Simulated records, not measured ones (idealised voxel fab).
Proc. module: voxel spacer lines
Square cells of 5 nm make up the cross-section cut, whose width is 255 nm.
Heads up, the way a cross-section reads in here is a grid of square cells, handed over as bands from the top down, with every band being one or more rows of cells.
Quick guide to a band line: top height, bottom height (nm) up front; then every material left to right with its width in nm. Only one material and it's marked "all across"? Then it fills the band edge to edge. And "blank" just means empty space.
Heights are expressed relative to 0, this being the level below which the as-received wafer comprises one material exclusively. The lowest band is unbounded in the downward direction and is denoted as in "z 0 and below".
Graded width ("30 to 40"): value in top row of band = first number; value in bottom row = second number; row-to-row change constant.
Where the words "remained unchanged" appear for a step, the cross-section shows no cell changed by that step; every cell remained as before.
Each empty space that has no open way to the top and spans at least 8 cells appears under "Enclosed void entries" as width x height at distance, the distance counted from the left edge, all in nm.
Text after the settings on a step's line: the simulator's own remark on that step.
If you see "overlay nm" on a step's line and that step has a mask, it's telling you how far right of where it was planned the mask ended up; a negative number means it went left instead.
The remainder of this document consists of a sequence of paired cross-sections. Each pair presents the cross-section prior to one process step together with the cross-section following it, the latter being rendered only as deep as the lowest band that underwent change. The intervening step, together with its settings, is stated beneath each pair. Because the pairs may originate from different runs of this module on the same starting wafer, a given pair is to be read as continuing from the preceding pair only where its entry headed "Pre-process cross-section" so indicates.
**Pre-process cross-section**
* z 0 and below | Si all across
* Enclosed void entries: none
**Sectional Result**
* z 5 to 0 | Al2O3 all across
* Below 0 it's all the same as before, nothing changed down there.
* Enclosed void entries: none
Between the two cross-sections you see above, the step is CONFORMAL_DEP | material Al2O3 | thk nm 5
Pre-process cross-section: = after-state of the pair above.
**Sectional Result**
* z 15 to 5 | SiN all across
* Below 5 it's all the same as before, nothing changed down there.
* Enclosed void entries: none
Between the two cross-sections you see above, the step is DIRECTIONAL_DEP | material SiN | thk nm 10
Pre-process cross-section: = after-state of the pair above.
**Sectional Result**
* z 40 to 15 | aC all across
* Below 15 it's all the same as before, nothing changed down there.
* Enclosed void entries: none
Between the two cross-sections you see above, the step is DIRECTIONAL_DEP | material aC | thk nm 25
Pre-process cross-section: = after-state of the pair above.
**Sectional Result**
* z 75 to 40 | 55 of blank  20 of resist  40 of blank  20 of resist  40 of blank  20 of resist  60 of blank
* Below 40 it's all the same as before, nothing changed down there.
* Enclosed void entries: none
Between the two cross-sections you see above, the step is PATTERN | tone cover | mask id MANDREL | material resist | width nm 20 | pitch nm 60 | thk nm 35 | overlay nm 0
Pre-process cross-section: = after-state of the pair above.
**Sectional Result**
* z 50 to 40 | 55 of blank  20 of resist  40 of blank  20 of resist  40 of blank  20 of resist  60 of blank
* z 40 to 15 | 55 of blank  20 of aC  40 of blank  20 of aC  40 of blank  20 of aC  60 of blank
* Below 15 it's all the same as before, nothing changed down there.
* Enclosed void entries: none
Between the two cross-sections you see above, the step is DIRECTIONAL_ETCH | etch materials aC | depth nm 25
Pre-process cross-section: = after-state of the pair above.
**Sectional Result**
* z 40 to 15 | 55 of blank  20 of aC  40 of blank  20 of aC  40 of blank  20 of aC  60 of blank
* Below 15 it's all the same as before, nothing changed down there.
* Enclosed void entries: none
Between the two cross-sections you see above, the step is STRIP | etch materials resist
Pre-process cross-section: = after-state of the pair above.
**Sectional Result**
* z 50 to 40 | 45 of blank  40 of SiO2  20 of blank  40 of SiO2  20 of blank  40 of SiO2  50 of blank
* z 40 to 25 | 45 of blank  10 of SiO2  20 of aC  10 of SiO2  20 of blank  10 of SiO2  20 of aC  10 of SiO2  20 of blank  10 of SiO2  20 of aC  10 of SiO2  50 of blank
* z 25 to 15 | 55 of SiO2  20 of aC  40 of SiO2  20 of aC  40 of SiO2  20 of aC  60 of SiO2
* Below 15 it's all the same as before, nothing changed down there.
* Enclosed void entries: none
Between the two cross-sections you see above, the step is CONFORMAL_DEP | material SiO2 | thk nm 10
Pre-process cross-section: = after-state of the pair above.
**Sectional Result**
* z 40 to 15 | 45 of blank  10 of SiO2  20 of aC  10 of SiO2  20 of blank  10 of SiO2  20 of aC  10 of SiO2  20 of blank  10 of SiO2  20 of aC  10 of SiO2  50 of blank
* Below 15 it's all the same as before, nothing changed down there.
* Enclosed void entries: none
Between the two cross-sections you see above, the step is DIRECTIONAL_ETCH | etch materials SiO2 | depth nm 10
Pre-process cross-section: = after-state of the pair above.
**Sectional Result**
* z 40 to 15 | 45 of blank  10 of SiO2  20 of blank  10 of SiO2  20 of blank  10 of SiO2  20 of blank  10 of SiO2  20 of blank  10 of SiO2  20 of blank  10 of SiO2  50 of blank
* Below 15 it's all the same as before, nothing changed down there.
* Enclosed void entries: none
Between the two cross-sections you see above, the step is STRIP | etch materials aC
Pre-process cross-section: = after-state of the pair above.
**Sectional Result**
* z 40 to 15 | 45 of blank  10 of SiO2  20 of blank  10 of SiO2  20 of blank  10 of SiO2  20 of blank  10 of SiO2  20 of blank  10 of SiO2  20 of blank  10 of SiO2  50 of blank
* z 15 to 5 | 45 of blank  10 of SiN  20 of blank  10 of SiN  20 of blank  10 of SiN  20 of blank  10 of SiN  20 of blank  10 of SiN  20 of blank  10 of SiN  50 of blank
* Below 5 it's all the same as before, nothing changed down there.
* Enclosed void entries: none
Between the two cross-sections you see above, the step is DIRECTIONAL_ETCH | etch materials SiN | depth nm 10
Pre-process cross-section: = after-state of the pair above.
**Sectional Result**
* z 15 to 5 | 45 of blank  10 of SiN  20 of blank  10 of SiN  20 of blank  10 of SiN  20 of blank  10 of SiN  20 of blank  10 of SiN  20 of blank  10 of SiN  50 of blank
* Below 5 it's all the same as before, nothing changed down there.
* Enclosed void entries: none
Between the two cross-sections you see above, the step is STRIP | etch materials SiO2
Pre-process cross-section: = after-state of the pair above.
**Sectional Result**
* z 25 to 15 | SiO2 all across
* z 15 to 5 | 45 of SiO2  10 of SiN  20 of SiO2  10 of SiN  20 of SiO2  10 of SiN  20 of SiO2  10 of SiN  20 of SiO2  10 of SiN  20 of SiO2  10 of SiN  50 of SiO2
* Below 5 it's all the same as before, nothing changed down there.
* Enclosed void entries: none
Between the two cross-sections you see above, the step is FILL_DEP | material SiO2 | thk nm 10
Pre-process cross-section: = after-state of the pair above.
**Sectional Result**
* z 15 to 5 | 45 of SiO2  10 of SiN  20 of SiO2  10 of SiN  20 of SiO2  10 of SiN  20 of SiO2  10 of SiN  20 of SiO2  10 of SiN  20 of SiO2  10 of SiN  50 of SiO2
* Below 5 it's all the same as before, nothing changed down there.
* Enclosed void entries: none
Between the two cross-sections you see above, the step is CMP | height nm 15
**Pre-process cross-section**
* z 0 and below | Si all across
* Enclosed void entries: none
**Sectional Result**
* z 10 to 0 | SiN all across
* Below 0 it's all the same as before, nothing changed down there.
* Enclosed void entries: none
Between the two cross-sections you see above, the step is DIRECTIONAL_DEP | material SiN | thk nm 10
Pre-process cross-section: = after-state of the pair above.
**Sectional Result**
* z 35 to 10 | aC all across
* Below 10 it's all the same as before, nothing changed down there.
* Enclosed void entries: none
Between the two cross-sections you see above, the step is DIRECTIONAL_DEP | material aC | thk nm 25
Pre-process cross-section: = after-state of the pair above.
**Sectional Result**
* z 70 to 35 | 55 of blank  20 of resist  40 of blank  20 of resist  40 of blank  20 of resist  60 of blank
* Below 35 it's all the same as before, nothing changed down there.
* Enclosed void entries: none
Between the two cross-sections you see above, the step is PATTERN | tone cover | mask id MANDREL | material resist | width nm 20 | pitch nm 60 | thk nm 35 | overlay nm 0
Pre-process cross-section: = after-state of the pair above.
**Sectional Result**
* z 45 to 35 | 55 of blank  20 of resist  40 of blank  20 of resist  40 of blank  20 of resist  60 of blank
* z 35 to 10 | 55 of blank  20 of aC  40 of blank  20 of aC  40 of blank  20 of aC  60 of blank
* Below 10 it's all the same as before, nothing changed down there.
* Enclosed void entries: none
Between the two cross-sections you see above, the step is DIRECTIONAL_ETCH | etch materials aC | depth nm 25
Pre-process cross-section: = after-state of the pair above.
**Sectional Result**
* z 35 to 10 | 55 of blank  20 of aC  40 of blank  20 of aC  40 of blank  20 of aC  60 of blank
* Below 10 it's all the same as before, nothing changed down there.
* Enclosed void entries: none
Between the two cross-sections you see above, the step is STRIP | etch materials resist
Pre-process cross-section: = after-state of the pair above.
**Sectional Result**
* z 45 to 35 | 45 of blank  40 of SiO2  20 of blank  40 of SiO2  20 of blank  40 of SiO2  50 of blank
* z 35 to 20 | 45 of blank  10 of SiO2  20 of aC  10 of SiO2  20 of blank  10 of SiO2  20 of aC  10 of SiO2  20 of blank  10 of SiO2  20 of aC  10 of SiO2  50 of blank
* z 20 to 10 | 55 of SiO2  20 of aC  40 of SiO2  20 of aC  40 of SiO2  20 of aC  60 of SiO2
* Below 10 it's all the same as before, nothing changed down there.
* Enclosed void entries: none
Between the two cross-sections you see above, the step is CONFORMAL_DEP | material SiO2 | thk nm 10
Pre-process cross-section: = after-state of the pair above.
**Sectional Result**
* z 35 to 10 | 45 of blank  10 of SiO2  20 of aC  10 of SiO2  20 of blank  10 of SiO2  20 of aC  10 of SiO2  20 of blank  10 of SiO2  20 of aC  10 of SiO2  50 of blank
* Below 10 it's all the same as before, nothing changed down there.
* Enclosed void entries: none
Between the two cross-sections you see above, the step is DIRECTIONAL_ETCH | etch materials SiO2 | depth nm 10
Pre-process cross-section: = after-state of the pair above.
**Sectional Result**
* z 35 to 10 | 45 of blank  10 of SiO2  20 of blank  10 of SiO2  20 of blank  10 of SiO2  20 of blank  10 of SiO2  20 of blank  10 of SiO2  20 of blank  10 of SiO2  50 of blank
* Below 10 it's all the same as before, nothing changed down there.
* Enclosed void entries: none
Between the two cross-sections you see above, the step is STRIP | etch materials aC
Pre-process cross-section: = after-state of the pair above.
**Sectional Result**
* z 35 to 10 | 45 of blank  10 of SiO2  20 of blank  10 of SiO2  20 of blank  10 of SiO2  20 of blank  10 of SiO2  20 of blank  10 of SiO2  20 of blank  10 of SiO2  50 of blank
* z 10 to 0 | 45 of blank  10 of SiN  20 of blank  10 of SiN  20 of blank  10 of SiN  20 of blank  10 of SiN  20 of blank  10 of SiN  20 of blank  10 of SiN  50 of blank
* Below 0 it's all the same as before, nothing changed down there.
* Enclosed void entries: none
Between the two cross-sections you see above, the step is DIRECTIONAL_ETCH | etch materials SiN | depth nm 10
Pre-process cross-section: = after-state of the pair above.
**Sectional Result**
* z 10 to 0 | 45 of blank  10 of SiN  20 of blank  10 of SiN  20 of blank  10 of SiN  20 of blank  10 of SiN  20 of blank  10 of SiN  20 of blank  10 of SiN  50 of blank
* Below 0 it's all the same as before, nothing changed down there.
* Enclosed void entries: none
Between the two cross-sections you see above, the step is STRIP | etch materials SiO2
Pre-process cross-section: = after-state of the pair above.
**Sectional Result**
* z 20 to 10 | SiO2 all across
* z 10 to 0 | 45 of SiO2  10 of SiN  20 of SiO2  10 of SiN  20 of SiO2  10 of SiN  20 of SiO2  10 of SiN  20 of SiO2  10 of SiN  20 of SiO2  10 of SiN  50 of SiO2
* Below 0 it's all the same as before, nothing changed down there.
* Enclosed void entries: none
Between the two cross-sections you see above, the step is FILL_DEP | material SiO2 | thk nm 10
Pre-process cross-section: = after-state of the pair above.
**Sectional Result**
* z 15 to 10 | SiO2 all across
* Below 10 it's all the same as before, nothing changed down there.
* Enclosed void entries: none
Between the two cross-sections you see above, the step is CMP | height nm 15
**Pre-process cross-section**
* z 5 to 0 | Al2O3 all across
* z 0 and below | Si all across
* Enclosed void entries: none
**Sectional Result**
* z 30 to 5 | aC all across
* Below 5 it's all the same as before, nothing changed down there.
* Enclosed void entries: none
Between the two cross-sections you see above, the step is DIRECTIONAL_DEP | material aC | thk nm 25
Pre-process cross-section: = after-state of the pair above.
**Sectional Result**
* z 40 to 30 | SiN all across
* Below 30 it's all the same as before, nothing changed down there.
* Enclosed void entries: none
Between the two cross-sections you see above, the step is DIRECTIONAL_DEP | material SiN | thk nm 10
Pre-process cross-section: = after-state of the pair above.
**Sectional Result**
* z 75 to 40 | 55 of blank  20 of resist  40 of blank  20 of resist  40 of blank  20 of resist  60 of blank
* Below 40 it's all the same as before, nothing changed down there.
* Enclosed void entries: none
Between the two cross-sections you see above, the step is PATTERN | tone cover | mask id MANDREL | material resist | width nm 20 | pitch nm 60 | thk nm 35 | overlay nm 0
Pre-process cross-section: = after-state of the pair above.
**Sectional Result**
* z 50 to 40 | 55 of blank  20 of resist  40 of blank  20 of resist  40 of blank  20 of resist  60 of blank
* Below 40 it's all the same as before, nothing changed down there.
* Enclosed void entries: none
Between the two cross-sections you see above, the step is DIRECTIONAL_ETCH | etch materials aC | depth nm 25
Pre-process cross-section: = after-state of the pair above.
**Sectional Result**
* z 40 to 30 | SiN all across
* Below 30 it's all the same as before, nothing changed down there.
* Enclosed void entries: none
Between the two cross-sections you see above, the step is STRIP | etch materials resist
Pre-process cross-section: = after-state of the pair above.
**Sectional Result**
* z 50 to 40 | SiO2 all across
* Below 40 it's all the same as before, nothing changed down there.
* Enclosed void entries: none
Between the two cross-sections you see above, the step is CONFORMAL_DEP | material SiO2 | thk nm 10
Pre-process cross-section: = after-state of the pair above.
**Sectional Result**
* z 40 to 30 | SiN all across
* Below 30 it's all the same as before, nothing changed down there.
* Enclosed void entries: none
Between the two cross-sections you see above, the step is DIRECTIONAL_ETCH | etch materials SiO2 | depth nm 10
Pre-process cross-section: = after-state of the pair above.
**Sectional Result**
* z 30 to 5 | aC all across
* Below 5 it's all the same as before, nothing changed down there.
* Enclosed void entries: none
Between the two cross-sections you see above, the step is DIRECTIONAL_ETCH | etch materials SiN | depth nm 10
Pre-process cross-section: = after-state of the pair above.
**Sectional Result**
* z 40 to 30 | SiO2 all across
* Below 30 it's all the same as before, nothing changed down there.
* Enclosed void entries: none
Between the two cross-sections you see above, the step is FILL_DEP | material SiO2 | thk nm 10
Pre-process cross-section: = after-state of the pair above.
**Sectional Result**
* z 15 to 5 | aC all across
* Below 5 it's all the same as before, nothing changed down there.
* Enclosed void entries: none
Between the two cross-sections you see above, the step is CMP | height nm 15
**Pre-process cross-section**
* z 25 to 15 | SiO2 all across
* z 15 to 5 | 45 of SiO2  10 of SiN  20 of SiO2  10 of SiN  20 of SiO2  10 of SiN  20 of SiO2  10 of SiN  20 of SiO2  10 of SiN  20 of SiO2  10 of SiN  50 of SiO2
* z 5 to 0 | Al2O3 all across
* z 0 and below | Si all across
* Enclosed void entries: none
**Sectional Result**
* z 10 to 5 | 45 of SiO2  10 of SiN  20 of SiO2  10 of SiN  20 of SiO2  10 of SiN  20 of SiO2  10 of SiN  20 of SiO2  10 of SiN  20 of SiO2  10 of SiN  50 of SiO2
* Below 5 it's all the same as before, nothing changed down there.
* Enclosed void entries: none
Between the two cross-sections you see above, the step is CMP | height nm 10
**Pre-process cross-section**
* z 40 to 15 | aC all across
* z 15 to 5 | SiN all across
* z 5 to 0 | Al2O3 all across
* z 0 and below | Si all across
* Enclosed void entries: none
**Sectional Result**
* z 75 to 40 | 55 of blank  25 of resist  35 of blank  25 of resist  35 of blank  25 of resist  55 of blank
* Below 40 it's all the same as before, nothing changed down there.
* Enclosed void entries: none
Between the two cross-sections you see above, the step is PATTERN | tone cover | mask id MANDREL | material resist | width nm 25 | pitch nm 60 | thk nm 35 | overlay nm 0
Pre-process cross-section: = after-state of the pair above.
**Sectional Result**
* z 50 to 40 | 55 of blank  25 of resist  35 of blank  25 of resist  35 of blank  25 of resist  55 of blank
* z 40 to 15 | 55 of blank  25 of aC  35 of blank  25 of aC  35 of blank  25 of aC  55 of blank
* Below 15 it's all the same as before, nothing changed down there.
* Enclosed void entries: none
Between the two cross-sections you see above, the step is DIRECTIONAL_ETCH | etch materials aC | depth nm 25
Pre-process cross-section: = after-state of the pair above.
**Sectional Result**
* z 40 to 15 | 55 of blank  25 of aC  35 of blank  25 of aC  35 of blank  25 of aC  55 of blank
* Below 15 it's all the same as before, nothing changed down there.
* Enclosed void entries: none
Between the two cross-sections you see above, the step is STRIP | etch materials resist
Pre-process cross-section: = after-state of the pair above.
**Sectional Result**
* z 50 to 40 | 45 of blank  45 of SiO2  15 of blank  45 of SiO2  15 of blank  45 of SiO2  45 of blank
* z 40 to 25 | 45 of blank  10 of SiO2  25 of aC  10 of SiO2  15 of blank  10 of SiO2  25 of aC  10 of SiO2  15 of blank  10 of SiO2  25 of aC  10 of SiO2  45 of blank
* z 25 to 15 | 55 of SiO2  25 of aC  35 of SiO2  25 of aC  35 of SiO2  25 of aC  55 of SiO2
* Below 15 it's all the same as before, nothing changed down there.
* Enclosed void entries: none
Between the two cross-sections you see above, the step is CONFORMAL_DEP | material SiO2 | thk nm 10
Pre-process cross-section: = after-state of the pair above.
**Sectional Result**
* z 40 to 15 | 45 of blank  10 of SiO2  25 of aC  10 of SiO2  15 of blank  10 of SiO2  25 of aC  10 of SiO2  15 of blank  10 of SiO2  25 of aC  10 of SiO2  45 of blank
* Below 15 it's all the same as before, nothing changed down there.
* Enclosed void entries: none
Between the two cross-sections you see above, the step is DIRECTIONAL_ETCH | etch materials SiO2 | depth nm 10
Pre-process cross-section: = after-state of the pair above.
**Sectional Result**
* z 40 to 15 | 45 of blank  10 of SiO2  25 of blank  10 of SiO2  15 of blank  10 of SiO2  25 of blank  10 of SiO2  15 of blank  10 of SiO2  25 of blank  10 of SiO2  45 of blank
* Below 15 it's all the same as before, nothing changed down there.
* Enclosed void entries: none
Between the two cross-sections you see above, the step is STRIP | etch materials aC
Pre-process cross-section: = after-state of the pair above.
**Sectional Result**
* z 40 to 15 | 45 of blank  10 of SiO2  25 of blank  10 of SiO2  15 of blank  10 of SiO2  25 of blank  10 of SiO2  15 of blank  10 of SiO2  25 of blank  10 of SiO2  45 of blank
* z 15 to 5 | 45 of blank  10 of SiN  25 of blank  10 of SiN  15 of blank  10 of SiN  25 of blank  10 of SiN  15 of blank  10 of SiN  25 of blank  10 of SiN  45 of blank
* Below 5 it's all the same as before, nothing changed down there.
* Enclosed void entries: none
Between the two cross-sections you see above, the step is DIRECTIONAL_ETCH | etch materials SiN | depth nm 10
Pre-process cross-section: = after-state of the pair above.
**Sectional Result**
* z 15 to 5 | 45 of blank  10 of SiN  25 of blank  10 of SiN  15 of blank  10 of SiN  25 of blank  10 of SiN  15 of blank  10 of SiN  25 of blank  10 of SiN  45 of blank
* Below 5 it's all the same as before, nothing changed down there.
* Enclosed void entries: none
Between the two cross-sections you see above, the step is STRIP | etch materials SiO2
Pre-process cross-section: = after-state of the pair above.
**Sectional Result**
* z 25 to 15 | SiO2 all across
* z 15 to 5 | 45 of SiO2  10 of SiN  25 of SiO2  10 of SiN  15 of SiO2  10 of SiN  25 of SiO2  10 of SiN  15 of SiO2  10 of SiN  25 of SiO2  10 of SiN  45 of SiO2
* Below 5 it's all the same as before, nothing changed down there.
* Enclosed void entries: none
Between the two cross-sections you see above, the step is FILL_DEP | material SiO2 | thk nm 10
Pre-process cross-section: = after-state of the pair above.
**Sectional Result**
* z 15 to 5 | 45 of SiO2  10 of SiN  25 of SiO2  10 of SiN  15 of SiO2  10 of SiN  25 of SiO2  10 of SiN  15 of SiO2  10 of SiN  25 of SiO2  10 of SiN  45 of SiO2
* Below 5 it's all the same as before, nothing changed down there.
* Enclosed void entries: none
Between the two cross-sections you see above, the step is CMP | height nm 15
**Pre-process cross-section**
* z 40 to 15 | aC all across
* z 15 to 5 | SiN all across
* z 5 to 0 | Al2O3 all across
* z 0 and below | Si all across
* Enclosed void entries: none
**Sectional Result**
* z 75 to 40 | 65 of blank  20 of resist  40 of blank  20 of resist  40 of blank  20 of resist  50 of blank
* Below 40 it's all the same as before, nothing changed down there.
* Enclosed void entries: none
Between the two cross-sections you see above, the step is PATTERN | tone cover | mask id MANDREL | material resist | width nm 20 | pitch nm 60 | thk nm 35 | overlay nm 10
Pre-process cross-section: = after-state of the pair above.
**Sectional Result**
* z 50 to 40 | 65 of blank  20 of resist  40 of blank  20 of resist  40 of blank  20 of resist  50 of blank
* z 40 to 15 | 65 of blank  20 of aC  40 of blank  20 of aC  40 of blank  20 of aC  50 of blank
* Below 15 it's all the same as before, nothing changed down there.
* Enclosed void entries: none
Between the two cross-sections you see above, the step is DIRECTIONAL_ETCH | etch materials aC | depth nm 25
Pre-process cross-section: = after-state of the pair above.
**Sectional Result**
* z 40 to 15 | 65 of blank  20 of aC  40 of blank  20 of aC  40 of blank  20 of aC  50 of blank
* Below 15 it's all the same as before, nothing changed down there.
* Enclosed void entries: none
Between the two cross-sections you see above, the step is STRIP | etch materials resist
Pre-process cross-section: = after-state of the pair above.
**Sectional Result**
* z 50 to 40 | 55 of blank  40 of SiO2  20 of blank  40 of SiO2  20 of blank  40 of SiO2  40 of blank
* z 40 to 25 | 55 of blank  10 of SiO2  20 of aC  10 of SiO2  20 of blank  10 of SiO2  20 of aC  10 of SiO2  20 of blank  10 of SiO2  20 of aC  10 of SiO2  40 of blank
* z 25 to 15 | 65 of SiO2  20 of aC  40 of SiO2  20 of aC  40 of SiO2  20 of aC  50 of SiO2
* Below 15 it's all the same as before, nothing changed down there.
* Enclosed void entries: none
Between the two cross-sections you see above, the step is CONFORMAL_DEP | material SiO2 | thk nm 10
Pre-process cross-section: = after-state of the pair above.
**Sectional Result**
* z 40 to 15 | 55 of blank  10 of SiO2  20 of aC  10 of SiO2  20 of blank  10 of SiO2  20 of aC  10 of SiO2  20 of blank  10 of SiO2  20 of aC  10 of SiO2  40 of blank
* Below 15 it's all the same as before, nothing changed down there.
* Enclosed void entries: none
Between the two cross-sections you see above, the step is DIRECTIONAL_ETCH | etch materials SiO2 | depth nm 10
Pre-process cross-section: = after-state of the pair above.
**Sectional Result**
* z 40 to 15 | 55 of blank  10 of SiO2  20 of blank  10 of SiO2  20 of blank  10 of SiO2  20 of blank  10 of SiO2  20 of blank  10 of SiO2  20 of blank  10 of SiO2  40 of blank
* Below 15 it's all the same as before, nothing changed down there.
* Enclosed void entries: none
Between the two cross-sections you see above, the step is STRIP | etch materials aC
Pre-process cross-section: = after-state of the pair above.
**Sectional Result**
* z 40 to 15 | 55 of blank  10 of SiO2  20 of blank  10 of SiO2  20 of blank  10 of SiO2  20 of blank  10 of SiO2  20 of blank  10 of SiO2  20 of blank  10 of SiO2  40 of blank
* z 15 to 5 | 55 of blank  10 of SiN  20 of blank  10 of SiN  20 of blank  10 of SiN  20 of blank  10 of SiN  20 of blank  10 of SiN  20 of blank  10 of SiN  40 of blank
* Below 5 it's all the same as before, nothing changed down there.
* Enclosed void entries: none
Between the two cross-sections you see above, the step is DIRECTIONAL_ETCH | etch materials SiN | depth nm 10
Pre-process cross-section: = after-state of the pair above.
**Sectional Result**
* z 15 to 5 | 55 of blank  10 of SiN  20 of blank  10 of SiN  20 of blank  10 of SiN  20 of blank  10 of SiN  20 of blank  10 of SiN  20 of blank  10 of SiN  40 of blank
* Below 5 it's all the same as before, nothing changed down there.
* Enclosed void entries: none
Between the two cross-sections you see above, the step is STRIP | etch materials SiO2
Pre-process cross-section: = after-state of the pair above.
**Sectional Result**
* z 25 to 15 | SiO2 all across
* z 15 to 5 | 55 of SiO2  10 of SiN  20 of SiO2  10 of SiN  20 of SiO2  10 of SiN  20 of SiO2  10 of SiN  20 of SiO2  10 of SiN  20 of SiO2  10 of SiN  40 of SiO2
* Below 5 it's all the same as before, nothing changed down there.
* Enclosed void entries: none
Between the two cross-sections you see above, the step is FILL_DEP | material SiO2 | thk nm 10
Pre-process cross-section: = after-state of the pair above.
**Sectional Result**
* z 15 to 5 | 55 of SiO2  10 of SiN  20 of SiO2  10 of SiN  20 of SiO2  10 of SiN  20 of SiO2  10 of SiN  20 of SiO2  10 of SiN  20 of SiO2  10 of SiN  40 of SiO2
* Below 5 it's all the same as before, nothing changed down there.
* Enclosed void entries: none
Between the two cross-sections you see above, the step is CMP | height nm 15
**Pre-process cross-section**
* z 15 to 5 | 45 of blank  10 of SiN  20 of blank  10 of SiN  20 of blank  10 of SiN  20 of blank  10 of SiN  20 of blank  10 of SiN  20 of blank  10 of SiN  50 of blank
* z 5 to 0 | Al2O3 all across
* z 0 and below | Si all across
* Enclosed void entries: none
**Sectional Result**
* z 25 to 15 | aC all across
* z 15 to 5 | 45 of aC  10 of SiN  20 of aC  10 of SiN  20 of aC  10 of SiN  20 of aC  10 of SiN  20 of aC  10 of SiN  20 of aC  10 of SiN  50 of aC
* Below 5 it's all the same as before, nothing changed down there.
* Enclosed void entries: none
Between the two cross-sections you see above, the step is FILL_DEP | material aC | thk nm 10
Pre-process cross-section: = after-state of the pair above.
**Sectional Result**
* z 15 to 5 | 45 of aC  10 of SiN  20 of aC  10 of SiN  20 of aC  10 of SiN  20 of aC  10 of SiN  20 of aC  10 of SiN  20 of aC  10 of SiN  50 of aC
* Below 5 it's all the same as before, nothing changed down there.
* Enclosed void entries: none
Between the two cross-sections you see above, the step is CMP | height nm 15
